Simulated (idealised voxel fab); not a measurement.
This section sets out a process module, namely voxel transistor to metal.
It is cross-section cut that appears here, measuring 185 nm in width, its square cells being 5 nm in size.
Format of a cross-section: grid, square cells. Given as bands. Order: top down. Band: one or more rows of cells. Quick guide to a band line: top height, bottom height (nm) up front; then every material left to right with its width in nm. Only one material and it's marked "everywhere"? Then it fills the band edge to edge. And "blank" just means empty space. Height is counted from the level 0, under which the received wafer is composed throughout of one material. The lowest of the bands is not closed at the bottom but continues downward, in the notation "top 0, no bottom". The two numbers in a width such as "30 to 40" mark its ends across the band: the first belongs to the top row of cells, the second to the bottom row, and from each row to the next the width moves by the same amount. "nothing got changed" -> step changed no cross-section cell. Closed-off voids of 8+ cells (no open route to the top) go in "Non-vented voids", written width x height at distance from the left edge, in nm. Formally, on a step line, whatever follows the settings is a remark that the simulator itself makes on the step. overlay nm: where the mask lay relative to plan, measured to the right, on steps with a mask; negatives go left.
# So here's the lineup of process steps we planned
1. RECEIVE (material Si)
2. OXIDIZE (depth nm 5)
3. CONFORMAL_DEP (material SiN; thk nm 10)
4. PATTERN (tone cover; mask id ACTIVE; material resist; width nm 115; thk nm 15; overlay nm 0)
5. DIRECTIONAL_ETCH (etch materials SiN; depth nm 10)
6. DIRECTIONAL_ETCH (etch materials SiO2; depth nm 5)
7. DIRECTIONAL_ETCH (etch materials Si; depth nm 35)
8. STRIP (etch materials resist)
9. OXIDIZE (depth nm 5)
10. FILL_DEP (material SiO2; thk nm 5)
11. CMP (height nm 10)
12. SELECTIVE_ETCH (etch materials SiO2; depth nm 5)
13. STRIP (etch materials SiN)
14. SELECTIVE_ETCH (etch materials SiO2; depth nm 5)
15. OXIDIZE (depth nm 5)
16. DIRECTIONAL_DEP (material polySi; thk nm 25)
17. DIRECTIONAL_DEP (material SiCN; thk nm 10)
18. MASKED_ETCH (tone cover; mask id GATE; width nm 35; etch materials SiCN; depth nm 20; overlay nm 0)
19. MASKED_ETCH (tone cover; mask id GATE; width nm 35; etch materials polySi; depth nm 35; overlay nm 0)
20. CONFORMAL_DEP (material SiN; thk nm 10)
21. DIRECTIONAL_ETCH (etch materials SiN; depth nm 10)
22. DIRECTIONAL_ETCH (etch materials SiO2; depth nm 5)
23. DIRECTIONAL_ETCH (etch materials Si; depth nm 10)
24. EPI (material pSi; thk nm 15)
25. FILL_DEP (material SiO2; thk nm 5)
26. CMP (height nm 20)
27. STRIP (etch materials polySi)
28. SELECTIVE_ETCH (etch materials SiO2; depth nm 5)
29. CONFORMAL_DEP (material HfO2; thk nm 5)
30. CONFORMAL_DEP (material TiN; thk nm 5)
31. FILL_DEP (material W; thk nm 5)
32. CMP (height nm 15)
33. DIRECTIONAL_DEP (material SiO2; thk nm 10)
34. DIRECTIONAL_DEP (material aC; thk nm 15)
35. PATTERN (tone open; mask id CONTACT; material resist; width nm 15; pitch nm 90; thk nm 35; overlay nm 0)
36. DIRECTIONAL_ETCH (etch materials aC; depth nm 15)
37. STRIP (etch materials resist)
38. DIRECTIONAL_ETCH (etch materials SiO2; depth nm 30)
39. STRIP (etch materials aC)
40. CONFORMAL_DEP (material TiN; thk nm 5)
41. FILL_DEP (material W; thk nm 10)
42. CMP (height nm 25)
43. DIRECTIONAL_DEP (material TiN; thk nm 5)
44. DIRECTIONAL_DEP (material Ru; thk nm 20)
45. MASKED_ETCH (tone cover; mask id METAL_1; width nm 15; pitch nm 90; etch materials Ru; depth nm 20; overlay nm 0)
46. MASKED_ETCH (tone cover; mask id METAL_1; width nm 15; pitch nm 90; etch materials TiN; depth nm 5; overlay nm 0)
47. CONFORMAL_DEP (material SiN; thk nm 5)
48. FILL_DEP (material SiO2; thk nm 10)
49. CMP (height nm 50)
50. CONFORMAL_DEP (material SiCN; thk nm 5)
# Wafer as received: cross-section following step 1
top 0, no bottom: Si everywhere
Non-vented voids: none
# Cross-sectional result after module completion. Note: starting condition and plan are unchanged from above; one processing mistake was made
top 55, bottom 50: SiCN everywhere
top 50, bottom 45: SiN 40; TiN 15; SiN 75; TiN 15; SiN 40
top 45, bottom 25: Ru everywhere
top 25, bottom 15: SiO2 40; TiN 5; W 5; TiN 5; SiO2 75; TiN 5; W 5; TiN 5; SiO2 40
top 15, bottom 10: SiO2 40; TiN 5; W 5; TiN 5; SiO2 10; SiN 10; HfO2 5; TiN 5; W 15; TiN 5; HfO2 5; SiN 10; SiO2 10; TiN 5; W 5; TiN 5; SiO2 40
top 10, bottom 5: SiO2 40; TiN 15; SiO2 10; SiN 10; HfO2 5; TiN 5; W 15; TiN 5; HfO2 5; SiN 10; SiO2 10; TiN 15; SiO2 40
top 5, bottom 0: SiO2 40; TiN 10; pSi 15; SiN 10; HfO2 5; TiN 5; W 15; TiN 5; HfO2 5; SiN 10; pSi 15; TiN 10; SiO2 40
top 0, bottom -5: SiO2 30; SiN 10; TiN 10; pSi 15; SiN 10; HfO2 5; TiN 25; HfO2 5; SiN 10; pSi 15; TiN 10; SiN 10; SiO2 30
top -5, bottom -10: SiO2 40; pSi 25; SiO2 5; HfO2 45; SiO2 5; pSi 25; SiO2 40
top -10, bottom -20: SiO2 40; pSi 25; Si 55; pSi 25; SiO2 40
top -20, bottom -45: SiO2 40; Si 105; SiO2 40
top -45, no bottom: Si everywhere
Non-vented voids: none
Short version of what went wrong: contrary to the plan, steps 43 and 44 were processed in exchanged order
